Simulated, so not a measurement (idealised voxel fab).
Proc. module: voxel trench capacitor
For reference, the cross-section in this document is cut, with width 165 nm and square cells of 5 nm.
For the purposes of this document, a cross-section shall be understood as a grid of square cells, specified as bands listed in top-to-bottom order, each band consisting of one or more rows of cells. Within each band entry, the heights of the top and of the bottom of the band appear first, in that order and in nm; the materials of the band then follow from left to right, each with its corresponding width in nm. The designation "everywhere" on a single material indicates that it fills the band from edge to edge; the designation "blank" indicates empty space. Beneath 0, the wafer as received is one material, and that level is where height counting begins. The lowest band goes on downward without a bottom; it is written like "0 nm and below". Graded width ("30..40"): value in top row of band = first number; value in bottom row = second number; row-to-row change constant. Take "all unchanged" at face value: in the step it is given for, the cross-section changed in none of its cells. So "Enclosed void entries" is basically the list of trapped voids: any empty space of 8 cells or more that can't reach the top through an opening. They're written width x height at distance, the distance being from the left edge, and it's all nm. Text after the settings on a step's line: the simulator's own remark on that step. The line of a step may include "overlay nm". On a step with a mask, this value is how far to the right of its planned place the mask lay. A negative value means the mask lay to the left.
### Below is the list of planned process steps
1) RECEIVE with material Si
2) CONFORMAL_DEP with material SiN, thk nm 10
3) DIRECTIONAL_DEP with material aC, thk nm 10
4) PATTERN with tone open, mask id TRENCH, material resist, width nm 25, pitch nm 50, thk nm 30, overlay nm 0
5) DIRECTIONAL_ETCH with etch materials aC, depth nm 10
6) STRIP with etch materials resist
7) DIRECTIONAL_ETCH with etch materials SiN, depth nm 10
8) DIRECTIONAL_ETCH with etch materials Si, depth nm 30
9) STRIP with etch materials aC
10) CONFORMAL_DEP with material HfO2, thk nm 5
11) CONFORMAL_DEP with material TiN, thk nm 5
12) FILL_DEP with material W, thk nm 5
13) CMP with height nm 10
### Wafer as received: cross-section following step 1
	0 nm and below  Si everywhere
	Enclosed void entries: none
### Starting structure and process plan are as shown above, but one mistake was made in running the module; the wafer cross-section at the end of the module follows
	10 nm to 5 nm  HfO2: 50 | TiN: 5 | W: 5 | TiN: 5 | HfO2: 35 | TiN: 5 | W: 5 | TiN: 5 | HfO2: 50
	5 nm to 0 nm  SiN: 45 | HfO2: 5 | TiN: 5 | W: 5 | TiN: 5 | HfO2: 5 | SiN: 25 | HfO2: 5 | TiN: 5 | W: 5 | TiN: 5 | HfO2: 5 | SiN: 45
	0 nm to -20 nm  Si: 45 | HfO2: 5 | TiN: 5 | W: 5 | TiN: 5 | HfO2: 5 | Si: 25 | HfO2: 5 | TiN: 5 | W: 5 | TiN: 5 | HfO2: 5 | Si: 45
	-20 nm to -25 nm  Si: 45 | HfO2: 5 | TiN: 15 | HfO2: 5 | Si: 25 | HfO2: 5 | TiN: 15 | HfO2: 5 | Si: 45
	-25 nm to -30 nm  Si: 45 | HfO2: 25 | Si: 25 | HfO2: 25 | Si: 45
	-30 nm and below  Si everywhere
	Enclosed void entries: none
So what did we get wrong on this run? step 2 ran differently from the plan; actual operation with settings: CONFORMAL_DEP with material SiN, thk nm 5
